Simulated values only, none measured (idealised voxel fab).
The name of this process module is voxel ribs on slabs.
Section shown: cut. Width: 180 nm. Cell size: 5 nm, square.
Square cells in a grid make up a cross-section in this document, and the grid is given as bands, listed from the top down, each one or more rows of cells.
Read a band's entry like this: the first values are the height of its top and the height of its bottom in nm, and what follows is the sequence of materials from left to right, each with its width in nm. Note that "blank" is empty space, and that a single material marked "edge to edge" reaches across the band from edge to edge.
For the purposes of this specification, 0 denotes the height below which the wafer in its as-received condition is composed wholly of one material, and the lowermost band, lacking a lower limit, extends downward without end, as expressed in "top 0, no bottom".
Per-row width for "30 to 40": begins at first number (top row of band), ends at second number (bottom row), increment between rows held constant.
"stayed the same", as given for a step, is the statement that not any cell of the cross-section underwent a change during that step.
Empty spaces counting at least 8 cells and having no open way to the top are listed in "Completely enclosed voids". The notation width x height at distance is used for each, the distance being from the left edge and all three values in nm.
after a step's settings: what the simulator itself notes on the step
The setting "overlay nm" may be written on the line of a step. When the step uses a mask, the value reports how far to the right of the planned place the mask lay, and a negative value reports that it lay to the left.

So here's the lineup of process steps we planned:
| 1 | RECEIVE (material Si) |
| 2 | DIRECTIONAL_DEP (material SiO2; thk nm 30) |
| 3 | DIRECTIONAL_DEP (material SiN; thk nm 20) |
| 4 | DIRECTIONAL_DEP (material aC; thk nm 15) |
| 5 | PATTERN (tone cover; mask id RIB; material resist; width nm 25; thk nm 30; overlay nm 0) |
| 6 | DIRECTIONAL_ETCH (etch materials aC; depth nm 15) |
| 7 | STRIP (etch materials resist) |
| 8 | DIRECTIONAL_ETCH (etch materials SiN; depth nm 10) |
| 9 | STRIP (etch materials aC) |
| 10 | DIRECTIONAL_DEP (material aC; thk nm 15) |
| 11 | PATTERN (tone cover; mask id SLAB; material resist; width nm 75; thk nm 30; overlay nm 0) |
| 12 | DIRECTIONAL_ETCH (etch materials aC; depth nm 15) |
| 13 | STRIP (etch materials resist) |
| 14 | DIRECTIONAL_ETCH (etch materials SiN; depth nm 10) |
| 15 | STRIP (etch materials aC) |
| 16 | FILL_DEP (material SiO2; thk nm 25) |
| 17 | CMP (height nm 65) |
| 18 | DIRECTIONAL_DEP (material W; thk nm 5) |
| 19 | PATTERN (tone cover; mask id HEATER; material resist; width nm 35; thk nm 15; overlay nm 0) |
| 20 | DIRECTIONAL_ETCH (etch materials W; depth nm 5) |
| 21 | STRIP (etch materials resist) |
| 22 | CONFORMAL_DEP (material SiO2; thk nm 10) |

Of two wafers, the first: run according to plan:

Cross-section of the incoming wafer, state after step 1:
  top 0, no bottom | Si edge to edge
  Completely enclosed voids: none

Cross-section: wafer state after step 2:
  top 30, bottom 0 | SiO2 edge to edge
  Below a height of 0, the structure has not been altered.

Cross-section: wafer state after step 3:
  top 50, bottom 30 | SiN edge to edge
  Below a height of 30, the structure has not been altered.

Cross-section: wafer state after step 4:
  top 65, bottom 50 | aC edge to edge
  Below a height of 50, the structure has not been altered.

Cross-section: wafer state after step 5:
  top 95, bottom 65 | blank 75, resist 25, blank 80
  Below a height of 65, the structure has not been altered.

Cross-section: wafer state after step 6:
  top 80, bottom 65 | blank 75, resist 25, blank 80
  top 65, bottom 50 | blank 75, aC 25, blank 80
  Below a height of 50, the structure has not been altered.

Cross-section: wafer state after step 7:
  top 65, bottom 50 | blank 75, aC 25, blank 80
  Below a height of 50, the structure has not been altered.

Cross-section: wafer state after step 8:
  top 65, bottom 50 | blank 75, aC 25, blank 80
  top 50, bottom 40 | blank 75, SiN 25, blank 80
  Below a height of 40, the structure has not been altered.

Cross-section: wafer state after step 9:
  top 50, bottom 40 | blank 75, SiN 25, blank 80
  Below a height of 40, the structure has not been altered.

Cross-section: wafer state after step 10:
  top 65, bottom 55 | blank 75, aC 25, blank 80
  top 55, bottom 50 | aC edge to edge
  top 50, bottom 40 | aC 75, SiN 25, aC 80
  Below a height of 40, the structure has not been altered.

Cross-section: wafer state after step 11:
  top 95, bottom 65 | blank 50, resist 75, blank 55
  top 65, bottom 55 | blank 50, resist 25, aC 25, resist 25, blank 55
  Below a height of 55, the structure has not been altered.

Cross-section: wafer state after step 12:
  top 80, bottom 65 | blank 50, resist 75, blank 55
  top 65, bottom 55 | blank 50, resist 25, aC 25, resist 25, blank 55
  top 55, bottom 50 | blank 50, aC 75, blank 55
  top 50, bottom 40 | blank 50, aC 25, SiN 25, aC 25, blank 55
  Below a height of 40, the structure has not been altered.

Cross-section: wafer state after step 13:
  top 65, bottom 55 | blank 75, aC 25, blank 80
  Below a height of 55, the structure has not been altered.

Cross-section: wafer state after step 14:
  top 65, bottom 55 | blank 75, aC 25, blank 80
  top 55, bottom 50 | blank 50, aC 75, blank 55
  top 50, bottom 40 | blank 50, aC 25, SiN 25, aC 25, blank 55
  top 40, bottom 30 | blank 50, SiN 75, blank 55
  Below a height of 30, the structure has not been altered.

Cross-section: wafer state after step 15:
  top 50, bottom 40 | blank 75, SiN 25, blank 80
  Below a height of 40, the structure has not been altered.

Cross-section: wafer state after step 16:
  top 75, bottom 50 | SiO2 edge to edge
  top 50, bottom 40 | SiO2 75, SiN 25, SiO2 80
  top 40, bottom 30 | SiO2 50, SiN 75, SiO2 55
  Below a height of 30, the structure has not been altered.

Cross-section: wafer state after step 17:
  top 65, bottom 50 | SiO2 edge to edge
  Below a height of 50, the structure has not been altered.

Cross-section: wafer state after step 18:
  top 70, bottom 65 | W edge to edge
  Below a height of 65, the structure has not been altered.

Cross-section: wafer state after step 19:
  top 85, bottom 70 | blank 70, resist 35, blank 75
  Below a height of 70, the structure has not been altered.

Cross-section: wafer state after step 20:
  top 85, bottom 70 | blank 70, resist 35, blank 75
  top 70, bottom 65 | blank 70, W 35, blank 75
  Below a height of 65, the structure has not been altered.

Cross-section: wafer state after step 21:
  top 70, bottom 65 | blank 70, W 35, blank 75
  Below a height of 65, the structure has not been altered.

Cross-section: wafer state after step 22:
  top 80, bottom 75 | blank 60, SiO2 55, blank 65
  top 75, bottom 70 | SiO2 edge to edge
  top 70, bottom 65 | SiO2 70, W 35, SiO2 75
  Below a height of 65, the structure has not been altered.

Second of two: same start, same plan, one run error; steps up to and including 1 match the first:

Second wafer cross-section, taken as of the time the plan sets for step 2 to be done:
  top 20, bottom 0 | SiN edge to edge
  Below a height of 0, the structure has not been altered.

Second wafer cross-section, taken as of the time the plan sets for step 3 to be done:
  top 50, bottom 20 | SiO2 edge to edge
  Below a height of 20, the structure has not been altered.

Second wafer cross-section, taken as of the time the plan sets for step 4 to be done:
  top 65, bottom 50 | aC edge to edge
  Below a height of 50, the structure has not been altered.

Second wafer cross-section, taken as of the time the plan sets for step 5 to be done:
  top 95, bottom 65 | blank 75, resist 25, blank 80
  Below a height of 65, the structure has not been altered.

Second wafer cross-section, taken as of the time the plan sets for step 6 to be done:
  top 80, bottom 65 | blank 75, resist 25, blank 80
  top 65, bottom 50 | blank 75, aC 25, blank 80
  Below a height of 50, the structure has not been altered.

Second wafer cross-section, taken as of the time the plan sets for step 7 to be done:
  top 65, bottom 50 | blank 75, aC 25, blank 80
  Below a height of 50, the structure has not been altered.

Second wafer cross-section, taken as of the time the plan sets for step 8 to be done: stayed the same

Second wafer cross-section, taken as of the time the plan sets for step 9 to be done:
  top 50, bottom 20 | SiO2 edge to edge
  Below a height of 20, the structure has not been altered.

Second wafer cross-section, taken as of the time the plan sets for step 10 to be done:
  top 65, bottom 50 | aC edge to edge
  Below a height of 50, the structure has not been altered.

Second wafer cross-section, taken as of the time the plan sets for step 11 to be done:
  top 95, bottom 65 | blank 50, resist 75, blank 55
  Below a height of 65, the structure has not been altered.

Second wafer cross-section, taken as of the time the plan sets for step 12 to be done:
  top 80, bottom 65 | blank 50, resist 75, blank 55
  top 65, bottom 50 | blank 50, aC 75, blank 55
  Below a height of 50, the structure has not been altered.

Second wafer cross-section, taken as of the time the plan sets for step 13 to be done:
  top 65, bottom 50 | blank 50, aC 75, blank 55
  Below a height of 50, the structure has not been altered.

Second wafer cross-section, taken as of the time the plan sets for step 14 to be done: stayed the same

Second wafer cross-section, taken as of the time the plan sets for step 15 to be done:
  top 50, bottom 20 | SiO2 edge to edge
  Below a height of 20, the structure has not been altered.

Second wafer cross-section, taken as of the time the plan sets for step 16 to be done:
  top 75, bottom 20 | SiO2 edge to edge
  Below a height of 20, the structure has not been altered.

Second wafer cross-section, taken as of the time the plan sets for step 17 to be done:
  top 65, bottom 20 | SiO2 edge to edge
  Below a height of 20, the structure has not been altered.

Second wafer cross-section, taken as of the time the plan sets for step 18 to be done:
  top 70, bottom 65 | W edge to edge
  Below a height of 65, the structure has not been altered.

Second wafer cross-section, taken as of the time the plan sets for step 19 to be done:
  top 85, bottom 70 | blank 70, resist 35, blank 75
  Below a height of 70, the structure has not been altered.

Second wafer cross-section, taken as of the time the plan sets for step 20 to be done:
  top 85, bottom 70 | blank 70, resist 35, blank 75
  top 70, bottom 65 | blank 70, W 35, blank 75
  Below a height of 65, the structure has not been altered.

Second wafer cross-section, taken as of the time the plan sets for step 21 to be done:
  top 70, bottom 65 | blank 70, W 35, blank 75
  Below a height of 65, the structure has not been altered.

Second wafer cross-section, taken as of the time the plan sets for step 22 to be done:
  top 80, bottom 75 | blank 60, SiO2 55, blank 65
  top 75, bottom 70 | SiO2 edge to edge
  top 70, bottom 65 | SiO2 70, W 35, SiO2 75
  Below a height of 65, the structure has not been altered.
Against the plan, the run slipped here: ran 2 and 3 in swapped order versus the plan
Materials where the second wafer ends with more or fewer cells than the first: SiN: 104 more | SiO2: 104 fewer
